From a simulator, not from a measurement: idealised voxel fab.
This is a process module. Its name is voxel tone inversion.
Displayed cross-section: cut, width of 210 nm, square cells sized 5 nm.
Bands, listed from the top down, are how a cross-section gets written in this document; the cross-section itself is a grid of square cells, and a band is one or more rows of them. Top height, bottom height, nm. Materials left to right, width each, nm. Single material + "edge to edge" = fills band edge to edge. "blank" = empty. Height reference: 0 = level under which incoming wafer is all one material. Lowest band: no bottom, runs on downward, e.g. "z 0 and below". A width given as "30 to 40" starts at the first number in the band's top row and ends at the second number in its bottom row, shifting by an equal amount at every step from row to row. What does "stayed the same" mean for a step? It means no cell of the cross-section changed in that step. Enclosed voids (no open way to top), threshold 8 cells or more, entry "Enclosed void entries", notation width x height at distance, distance from left edge, nm. What comes after the settings on a step's line is commentary from the simulator itself on that step. overlay nm: mask right of planned place by this much (step with mask). Neg. = left.
List of planned process steps:
1 op RECEIVE | material Si
2 op CONFORMAL_DEP | material SiN | thk nm 5
3 op DIRECTIONAL_DEP | material polySi | thk nm 20
4 op PATTERN | tone cover | mask id POSTS | material resist | width nm 20 | pitch nm 45 | thk nm 30 | overlay nm 0
5 op DIRECTIONAL_ETCH | etch materials polySi | depth nm 20
6 op STRIP | etch materials resist
7 op FILL_DEP | material SiO2 | thk nm 5
8 op CMP | height nm 25
9 op STRIP | etch materials polySi
10 op CONFORMAL_DEP | material TiN | thk nm 5
11 op FILL_DEP | material Cu | thk nm 10
12 op CMP | height nm 25
13 op CONFORMAL_DEP | material SiN | thk nm 5
Wafer cross-section on receipt, i.e. after step 1:
  z 0 and below = Si edge to edge
  Enclosed void entries: none
Wafer cross-section at end of module: start and plan as shown above, one execution error:
  z 45 to 40 = SiN edge to edge
  z 40 to 30 = Cu edge to edge
  z 30 to 25 = 55 nm TiN, then 10 nm Cu, then 35 nm TiN, then 10 nm Cu, then 35 nm TiN, then 10 nm Cu, then 55 nm TiN
  z 25 to 10 = 50 nm SiO2, then 5 nm TiN, then 10 nm Cu, then 5 nm TiN, then 25 nm SiO2, then 5 nm TiN, then 10 nm Cu, then 5 nm TiN, then 25 nm SiO2, then 5 nm TiN, then 10 nm Cu, then 5 nm TiN, then 50 nm SiO2
  z 10 to 5 = 50 nm SiO2, then 20 nm TiN, then 25 nm SiO2, then 20 nm TiN, then 25 nm SiO2, then 20 nm TiN, then 50 nm SiO2
  z 5 to 0 = SiN edge to edge
  z 0 and below = Si edge to edge
  Enclosed void entries: none
What broke from the plan during processing? step 12 was dropped from the plan's execution and never run
